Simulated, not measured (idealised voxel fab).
A process module follows: voxel self aligned contacts.
This is section cut - it's 200 nm across, gridded in 5 nm square cells.
Cross-section = grid of square cells, listed top down in bands; band = one or more rows.
This entry defines a band. It first specifies the height of the band's top and the height of its bottom in nm, and then specifies the band's materials from left to right, stating each material with its width in nm. The word "full width" identifies a single material that fills the band from edge to edge, while the word "air" identifies empty space.
Counting heights begins at 0, where everything beneath is, in the wafer as received, one material. The lowest band has no bottom; it goes on downwards, as "top 0, no bottom" shows.
Width: "30->40" (first number = top row, second number = bottom row, same change from row to row of cells).
What does "nothing altered" mean for a step? It means no cell of the cross-section changed in that step.
This entry, "Sealed cavities", enumerates those empty regions of no fewer than 8 cells that possess no open connection to the top. Each region is reported in the form width x height at distance, the distance being taken from the left edge, with all three quantities expressed in nm.
Text after the settings on a step's line: the simulator's own remark on that step.
A step's line can hold "overlay nm"; with a mask on that step, the setting says how far right of the planned place the mask lay, while a negative setting says it lay to the left.

-- Process steps - plan
- 1: RECEIVE, material Si
- 2: OXIDIZE, depth nm 5
- 3: DIRECTIONAL_DEP, material polySi, thk nm 30
- 4: DIRECTIONAL_DEP, material SiN, thk nm 15
- 5: MASKED_ETCH, tone cover, mask id GATE, width nm 35, pitch nm 60, etch materials SiN, depth nm 15, overlay nm 0
- 6: MASKED_ETCH, tone cover, mask id GATE, width nm 35, pitch nm 60, etch materials polySi, depth nm 30, overlay nm 0
- 7: CONFORMAL_DEP, material SiN, thk nm 5
- 8: DIRECTIONAL_ETCH, etch materials SiN, depth nm 5
- 9: FILL_DEP, material SiO2, thk nm 20
- 10: CMP, height nm 55
- 11: MASKED_ETCH, tone open, mask id CONTACT, width nm 35, pitch nm 60, etch materials SiO2, depth nm 60, overlay nm 0
- 12: CONFORMAL_DEP, material TiN, thk nm 5
- 13: FILL_DEP, material W, thk nm 10
- 14: CMP, height nm 55
- 15: CONFORMAL_DEP, material SiN, thk nm 5

-- Wafer as received: cross-section following step 1
    top 0, no bottom | Si full width
    Sealed cavities: none

-- The module was run from the start shown above using the plan shown above, but one mistake was made doing it; the resulting wafer cross-section is below
    top 60, bottom 55 | SiN full width
    top 55, bottom 45 | SiO2=50, TiN=5->15, W=25->5, TiN=5->15, SiO2=25, TiN=5->15, W=25->5, TiN=5->15, SiO2=55
    top 45, bottom 30 | SiO2=15, SiN=45, TiN=5, W=5, TiN=5, SiN=45, TiN=5, W=5, TiN=5, SiN=45, SiO2=20
    top 30, bottom 10 | SiO2=15, SiN=5, polySi=35, SiN=5, TiN=5, W=5, TiN=5, SiN=5, polySi=35, SiN=5, TiN=5, W=5, TiN=5, SiN=5, polySi=35, SiN=5, SiO2=20
    top 10, bottom 5 | SiO2=15, SiN=5, polySi=35, SiN=5, TiN=15, SiN=5, polySi=35, SiN=5, TiN=15, SiN=5, polySi=35, SiN=5, SiO2=20
    top 5, bottom 0 | SiN=20, polySi=35, SiN=25, polySi=35, SiN=25, polySi=35, SiN=25
    top 0, bottom -5 | SiO2 full width
    top -5, no bottom | Si full width
    Sealed cavities: none
Nonconformance to the process plan: steps 7 and 8 got flipped, so each one ran where the other should have
